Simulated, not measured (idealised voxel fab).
The document below concerns the process module designated voxel released beams.
The cross-section on display is named cut; it measures 170 nm wide, and its cells are 5 nm squares.
When this document writes out a cross-section, it uses a grid of square cells and lists it as bands, beginning at the top and moving down, with a band standing for one or more rows of cells. This entry defines a band. It first specifies the height of the band's top and the height of its bottom in nm, and then specifies the band's materials from left to right, stating each material with its width in nm. The word "everywhere" identifies a single material that fills the band from edge to edge, while the word "empty" identifies empty space. Heights are reckoned from 0. Under this level, the received wafer is all of one material. The bottommost band is open-ended downward, for example "from 0 down". With a width like "30->40", each row of cells in the band differs from the next by the same amount, the top row carrying the first number and the bottom row the second. Any step labelled "identical to before" changed none of the cells in the cross-section. "Trapped void list": sealed empty spaces, 8 cells or more, no open way to top, listed width x height at distance, with distance from the left edge and width, height and distance in nm. Formally, on a step line, whatever follows the settings is a remark that the simulator itself makes on the step. For masked steps, "overlay nm" on the step line gives how far right of plan the mask actually lay; a minus sign means it lay to the left.
[The process steps that were planned are listed below]
| 1 | RECEIVE, material Si |
| 2 | CONFORMAL_DEP, material Al2O3, thk nm 5 |
| 3 | DIRECTIONAL_DEP, material SiO2, thk nm 20 |
| 4 | PATTERN, tone open, mask id ANCHOR, material resist, width nm 30, thk nm 20, overlay nm 0 |
| 5 | DIRECTIONAL_ETCH, etch materials SiO2, depth nm 20 |
| 6 | STRIP, etch materials resist |
| 7 | CONFORMAL_DEP, material W, thk nm 10 |
| 8 | PATTERN, tone cover, mask id BEAM, material resist, width nm 75, thk nm 15, overlay nm 0 |
| 9 | DIRECTIONAL_ETCH, etch materials W, depth nm 10 |
| 10 | STRIP, etch materials resist |
| 11 | STRIP, etch materials SiO2 |
Quick note for whoever runs this: the wafers start identical, but the thk nm at step 2 isn't the same across them. The plan just shows what the first wafer had.
[Step 1 complete: as-received cross-section of the first of several wafers]
  from 0 down | Si everywhere
  Trapped void list: none
[Cross-section after step 11, the final step of the module, for the first of several wafers]
  from 35 to 25 | empty 45, then W 15, then empty 10, then W 50, then empty 50
  from 25 to 15 | empty 50, then W 10, then empty 10, then W 10, then empty 90
  from 15 to 5 | empty 50, then W 30, then empty 90
  from 5 to 0 | Al2O3 everywhere
  from 0 down | Si everywhere
  Trapped void list: none
[Cross-section, last wafer, module completion]
  from 55 to 45 | empty 45, then W 15, then empty 10, then W 50, then empty 50
  from 45 to 35 | empty 50, then W 10, then empty 10, then W 10, then empty 90
  from 35 to 25 | empty 50, then W 30, then empty 90
  from 25 to 0 | Al2O3 everywhere
  from 0 down | Si everywhere
  Trapped void list: none
[Basically each wafer gets a line in the table, showing it at the end of the module: material by material, the cells it gained (+) or lost (-) since we got it, then its closed voids]
thk nm 5 | +34 Al2O3 | +46 W | Trapped void list: none
thk nm 10 | +68 Al2O3 | +46 W | Trapped void list: none
thk nm 15 | +102 Al2O3 | +46 W | Trapped void list: none
thk nm 20 | +136 Al2O3 | +46 W | Trapped void list: none
thk nm 25 | +170 Al2O3 | +46 W | Trapped void list: none
